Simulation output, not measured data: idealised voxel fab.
process module | voxel gate over fins
cross-section cut | 255 nm wide | cells 5 nm
A cross-section is a grid of square cells, given in bands from the top down. A band is one or more rows of cells.
Each band's line starts with the height of the band's top and of its bottom, in nm. Then come its materials from left to right, each with its width in nm. One material with "throughout" fills the band from edge to edge. "air" is empty space.
Height 0 is the level under which the wafer as received is all one material. The lowest band goes on downwards, as in "0 down".
A width such as "30 to 40" changes by the same amount from each row of cells to the next, from the band's top row to its bottom row.
"no change" after a step means that no cell of the cross-section changed.
closed voids: empty space of 8 cells or more with no open way to the top, each as width x height at its distance from the left edge, in nm
after a step's settings: what the simulator itself notes on the step
overlay nm, on a step with a mask: how far to the right of its planned place the mask lay; to the left if negative
plan
1 op RECEIVE | material Si
2 op CONFORMAL_DEP | material SiN | thk nm 5
3 op DIRECTIONAL_DEP | material aC | thk nm 15
4 op PATTERN | tone cover | mask id FINS | material resist | width nm 15 | pitch nm 50 | thk nm 30 | overlay nm 0
5 op DIRECTIONAL_ETCH | etch materials aC | depth nm 15
6 op STRIP | etch materials resist
7 op DIRECTIONAL_ETCH | etch materials SiN | depth nm 5
8 op DIRECTIONAL_ETCH | etch materials Si | depth nm 40
9 op STRIP | etch materials aC
10 op OXIDIZE | depth nm 5
11 op FILL_DEP | material SiO2 | thk nm 15
12 op CMP | height nm 5
13 op PATTERN | tone open | mask id RAIL | material resist | width nm 15 | thk nm 15 | overlay nm 0
14 op DIRECTIONAL_ETCH | etch materials SiO2 | depth nm 40
15 op STRIP | etch materials resist
16 op CONFORMAL_DEP | material TiN | thk nm 5
17 op FILL_DEP | material Ru | thk nm 10
18 op CMP | height nm 5
19 op SELECTIVE_ETCH | etch materials W Ru TiN | depth nm 25
20 op FILL_DEP | material SiO2 | thk nm 5
21 op CMP | height nm 5
22 op SELECTIVE_ETCH | etch materials SiO2 | depth nm 15
23 op STRIP | etch materials SiN
24 op CONFORMAL_DEP | material HfO2 | thk nm 5
25 op CONFORMAL_DEP | material TiN | thk nm 5
26 op CONFORMAL_DEP | material TiAl | thk nm 5
27 op CONFORMAL_DEP | material TiN | thk nm 5
28 op FILL_DEP | material W | thk nm 10
29 op CMP | height nm 25
30 op CONFORMAL_DEP | material SiN | thk nm 5
as received, after step 1
  0 down: Si throughout
  closed voids: none
first wafer at the end, as planned
  30 to 25: SiN throughout
  25 to 20: W throughout
  20 to 15: W 55 | TiN 45 | W 5 | TiN 45 | W 5 | TiN 45 | W 55
  15 to 10: W 55 | TiN 5 | TiAl 35 | TiN 5 | W 5 | TiN 5 | TiAl 35 | TiN 5 | W 5 | TiN 5 | TiAl 35 | TiN 5 | W 55
  10 to 5: TiN 60 | TiAl 5 | TiN 25 | TiAl 5 | TiN 15 | TiAl 5 | TiN 25 | TiAl 5 | TiN 15 | TiAl 5 | TiN 25 | TiAl 5 | TiN 60
  5 to 0: TiAl 65 | TiN 5 | HfO2 15 | TiN 5 | TiAl 25 | TiN 5 | HfO2 15 | TiN 5 | TiAl 25 | TiN 5 | HfO2 15 | TiN 5 | TiAl 65
  0 to -5: TiN 70 | HfO2 5 | Si 5 | HfO2 5 | TiN 35 | HfO2 5 | Si 5 | HfO2 5 | TiN 35 | HfO2 5 | Si 5 | HfO2 5 | TiN 70
  -5 to -10: HfO2 75 | Si 5 | HfO2 45 | Si 5 | HfO2 45 | Si 5 | HfO2 75
  -10 to -20: SiO2 75 | Si 5 | SiO2 45 | Si 5 | SiO2 45 | Si 5 | SiO2 75
  -20 to -30: SiO2 75 | Si 5 | SiO2 15 | TiN 5 | Ru 5 | TiN 5 | SiO2 15 | Si 5 | SiO2 45 | Si 5 | SiO2 75
  -30 to -35: SiO2 75 | Si 5 | SiO2 15 | TiN 15 | SiO2 15 | Si 5 | SiO2 45 | Si 5 | SiO2 75
  -35 to -45: SiO2 75 | Si 5 | SiO2 45 | Si 5 | SiO2 45 | Si 5 | SiO2 75
  -45 down: Si throughout
  closed voids: none
second wafer at the end: like start, like plan, one mistake
  30 to 25: SiN throughout
  25 to 20: W throughout
  20 to 15: W 55 | TiN 45 | W 5 | TiN 45 | W 5 | TiN 45 | W 55
  15 to 10: W 55 | TiN 5 | TiAl 35 | TiN 5 | W 5 | TiN 5 | TiAl 35 | TiN 5 | W 5 | TiN 5 | TiAl 35 | TiN 5 | W 55
  10 to 5: TiN 60 | TiAl 5 | TiN 25 | TiAl 5 | TiN 15 | TiAl 5 | TiN 25 | TiAl 5 | TiN 15 | TiAl 5 | TiN 25 | TiAl 5 | TiN 60
  5 to 0: TiAl 65 | TiN 5 | HfO2 15 | TiN 5 | TiAl 25 | TiN 5 | HfO2 15 | TiN 5 | TiAl 25 | TiN 5 | HfO2 15 | TiN 5 | TiAl 65
  0 to -5: TiN 70 | HfO2 5 | Si 5 | HfO2 5 | TiN 35 | HfO2 5 | Si 5 | HfO2 5 | TiN 35 | HfO2 5 | Si 5 | HfO2 5 | TiN 70
  -5 to -10: HfO2 60 | TiN 10 | HfO2 5 | Si 5 | HfO2 5 | TiN 10 | HfO2 15 | TiN 10 | HfO2 5 | Si 5 | HfO2 5 | TiN 10 | HfO2 15 | TiN 10 | HfO2 5 | Si 5 | HfO2 5 | TiN 10 | HfO2 60
  -10 to -15: SiO2 55 | HfO2 20 | Si 5 | HfO2 20 | SiO2 5 | HfO2 20 | Si 5 | HfO2 20 | SiO2 5 | HfO2 20 | Si 5 | HfO2 20 | SiO2 55
  -15 to -20: SiO2 75 | Si 5 | SiO2 45 | Si 5 | SiO2 45 | Si 5 | SiO2 75
  -20 to -30: SiO2 75 | Si 5 | SiO2 15 | TiN 5 | Ru 5 | TiN 5 | SiO2 15 | Si 5 | SiO2 45 | Si 5 | SiO2 75
  -30 to -35: SiO2 75 | Si 5 | SiO2 15 | TiN 15 | SiO2 15 | Si 5 | SiO2 45 | Si 5 | SiO2 75
  -35 to -45: SiO2 75 | Si 5 | SiO2 45 | Si 5 | SiO2 45 | Si 5 | SiO2 75
  -45 down: Si throughout
  closed voids: none
what went wrong: steps 22 and 23 were swapped
at the end the second wafer has, in cells: 12 more of HfO2 | 24 fewer of SiO2 | 12 more of TiN
